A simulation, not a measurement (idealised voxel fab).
process module | voxel trench capacitor
cross-section cut | 280 nm wide | cells 5 nm
A cross-section is a grid of square cells, given in bands from the top down. A band is one or more rows of cells.
Each band's line starts with the height of the band's top and of its bottom, in nm. Then come its materials from left to right, each with its width in nm. One material with "throughout" fills the band from edge to edge. "air" is empty space.
Height 0 is the level under which the wafer as received is all one material. The lowest band goes on downwards, as in "0 down".
A width such as "30 to 40" changes by the same amount from each row of cells to the next, from the band's top row to its bottom row.
"no change" after a step means that no cell of the cross-section changed.
closed voids: empty space of 8 cells or more with no open way to the top, each as width x height at its distance from the left edge, in nm
after a step's settings: what the simulator itself notes on the step
overlay nm, on a step with a mask: how far to the right of its planned place the mask lay; to the left if negative
plan
1 op RECEIVE | material Si
2 op CONFORMAL_DEP | material SiN | thk nm 10
3 op PATTERN | tone open | mask id TRENCH | material resist | width nm 15 | pitch nm 45 | thk nm 15 | overlay nm 0
4 op DIRECTIONAL_ETCH | etch materials SiN | depth nm 10
5 op DIRECTIONAL_ETCH | etch materials Si | depth nm 35
6 op STRIP | etch materials resist
7 op CONFORMAL_DEP | material Al2O3 | thk nm 5
8 op FILL_DEP | material polySi | thk nm 10
9 op CMP | height nm 10
varied across the wafers: width nm of step 3. The plan shows the first wafer's value. All wafers start alike
first wafer as received, after step 1
  0 down: Si throughout
  closed voids: none
each wafer at the end: cells of each material gained (+) or lost (-) since it was received, then its closed voids
width nm 15 | +76 Al2O3 | -84 Si | +88 SiN | +32 polySi | closed voids: none
width nm 20 | +80 Al2O3 | -112 Si | +80 SiN | +64 polySi | closed voids: none
width nm 25 | +84 Al2O3 | -140 Si | +72 SiN | +96 polySi | closed voids: none
width nm 30 | +88 Al2O3 | -168 Si | +64 SiN | +128 polySi | closed voids: none
